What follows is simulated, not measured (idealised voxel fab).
Process module in this document: voxel released beams
Shown is cross-section cut, with a width of 295 nm and square cells of size 5 nm.
Cross-section = grid of square cells, listed top down in bands; band = one or more rows. Per band: top height and bottom height in nm, followed by the left-to-right materials and their widths in nm; "all across" marks a single material spanning edge to edge, "empty" marks empty space. Note: height 0 marks the level under which the wafer is uniformly one material as received. Lowest band unbounded below, written "top 0, no bottom". Width spec "30 to 40" -> top row of cells at first value, bottom row at second value, equal per-row change in between. "nothing was modified", as given for a step, is the statement that not any cell of the cross-section underwent a change during that step. "Sealed void list" means: voids of 8 cells or more that are shut off from the top with no open way through. Written width x height at distance, distance from the left edge, in nm. Whatever follows a step's settings on its line is a remark the simulator itself makes about that step. overlay nm: on a step with a mask, how far right of its planned place the mask lay; negative means left.
**Intended process steps**
1: RECEIVE [material Si]
2: CONFORMAL_DEP [material SiN] [thk nm 5]
3: DIRECTIONAL_DEP [material SiO2] [thk nm 10]
4: PATTERN [tone open] [mask id ANCHOR] [material resist] [width nm 40] [thk nm 20] [overlay nm -15]
5: DIRECTIONAL_ETCH [etch materials SiO2] [depth nm 10]
6: STRIP [etch materials resist]
7: CONFORMAL_DEP [material TiN] [thk nm 15]
8: DIRECTIONAL_DEP [material aC] [thk nm 10]
9: PATTERN [tone cover] [mask id BEAM] [material resist] [width nm 120] [thk nm 25] [overlay nm 0]
10: DIRECTIONAL_ETCH [etch materials aC] [depth nm 10]
11: STRIP [etch materials resist]
12: DIRECTIONAL_ETCH [etch materials TiN] [depth nm 15]
13: STRIP [etch materials aC]
14: STRIP [etch materials SiO2]
Where the wafers of this document differ is in the overlay nm of step 4; they start out the same, and the plan states the value that applied to the first wafer.
**The first of several wafers in cross-section, exactly as it reached us after step 1**
  top 0, no bottom: Si all across
  Sealed void list: none
**Every row in this table is a wafer at the end of the module, and it gives, for each of the materials, the cells that wafer has gained (+) or lost (-) since it was received, then its closed voids**
overlay nm -15 | +59 SiN | +84 TiN | Sealed void list: none
overlay nm -10 | +59 SiN | +84 TiN | Sealed void list: none
overlay nm -5 | +59 SiN | +84 TiN | Sealed void list: none
overlay nm 0 | +59 SiN | +84 TiN | Sealed void list: none
overlay nm 5 | +59 SiN | +84 TiN | Sealed void list: none
overlay nm 10 | +59 SiN | +84 TiN | Sealed void list: none
overlay nm 15 | +59 SiN | +84 TiN | Sealed void list: none
